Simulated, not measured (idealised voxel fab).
Title: Process Module voxel self aligned contacts
Displayed cross-section: cut, width of 250 nm, square cells sized 5 nm.
Heads up, the way a cross-section reads in here is a grid of square cells, handed over as bands from the top down, with every band being one or more rows of cells.
Each band's line starts with the height of the band's top and of its bottom, in nm. Then come its materials from left to right, each with its width in nm. One material with "full width" fills the band from edge to edge. "empty" is empty space.
For the purposes of this specification, 0 denotes the height below which the wafer in its as-received condition is composed wholly of one material, and the lowermost band, lacking a lower limit, extends downward without end, as expressed in "top 0, no bottom".
Per-row width for "30->40": begins at first number (top row of band), ends at second number (bottom row), increment between rows held constant.
"stayed the same" for a step: no cell of the cross-section changed in that step.
The label "Enclosed void listing" introduces a list of the empty spaces, 8 cells or larger, that have no open way up to the top; each entry in it reads width x height at distance, where the distance is taken from the left edge and all three are stated in nm.
If you see something after the settings on a step's line, that's the simulator's own remark about that step.
If you see "overlay nm" on a step's line and that step has a mask, it's telling you how far right of where it was planned the mask ended up; a negative number means it went left instead.

## plan
- 1: RECEIVE [material Si]
- 2: CONFORMAL_DEP [material SiO2] [thk nm 5]
- 3: DIRECTIONAL_DEP [material polySi] [thk nm 20]
- 4: DIRECTIONAL_DEP [material SiN] [thk nm 20]
- 5: DIRECTIONAL_DEP [material aC] [thk nm 15]
- 6: PATTERN [tone cover] [mask id GATE] [material resist] [width nm 35] [pitch nm 70] [thk nm 35] [overlay nm 0]
- 7: DIRECTIONAL_ETCH [etch materials aC] [depth nm 15]
- 8: STRIP [etch materials resist]
- 9: DIRECTIONAL_ETCH [etch materials SiN] [depth nm 20]
- 10: DIRECTIONAL_ETCH [etch materials polySi] [depth nm 20]
- 11: STRIP [etch materials aC]
- 12: CONFORMAL_DEP [material SiN] [thk nm 5]
- 13: DIRECTIONAL_ETCH [etch materials SiN] [depth nm 5]
- 14: FILL_DEP [material SiO2] [thk nm 10]
- 15: CMP [height nm 50]
- 16: DIRECTIONAL_DEP [material aC] [thk nm 15]
- 17: PATTERN [tone open] [mask id CONTACT] [material resist] [width nm 55] [thk nm 30] [overlay nm 0]
- 18: DIRECTIONAL_ETCH [etch materials aC] [depth nm 15]
- 19: STRIP [etch materials resist]
- 20: DIRECTIONAL_ETCH [etch materials SiO2] [depth nm 50]
- 21: STRIP [etch materials aC]
- 22: CONFORMAL_DEP [material TiN] [thk nm 5]
- 23: FILL_DEP [material W] [thk nm 10]
- 24: CMP [height nm 50]
- 25: CONFORMAL_DEP [material SiCN] [thk nm 5]

## This is the cross-section of the wafer as we received it, i.e. after step 1
* top 0, no bottom = Si full width
* Enclosed void listing: none

## Wafer at module end, in section. Began as above, planned as above, run with one mistake
* top 55, bottom 50 = SiCN full width
* top 50, bottom 45 = SiO2 95 nm; TiN 20 nm; W 15 nm; TiN 20 nm; SiO2 100 nm
* top 45, bottom 25 = SiO2 65 nm; SiN 45 nm; TiN 5 nm; W 15 nm; TiN 5 nm; SiN 45 nm; SiO2 70 nm
* top 25, bottom 20 = SiO2 110 nm; TiN 25 nm; SiO2 115 nm
* top 20, bottom 0 = polySi full width
* top 0, no bottom = Si full width
* Enclosed void listing: none
The plan and the run diverged here: the processing plan was not followed for steps 2 and 3, which were run with their positions exchanged
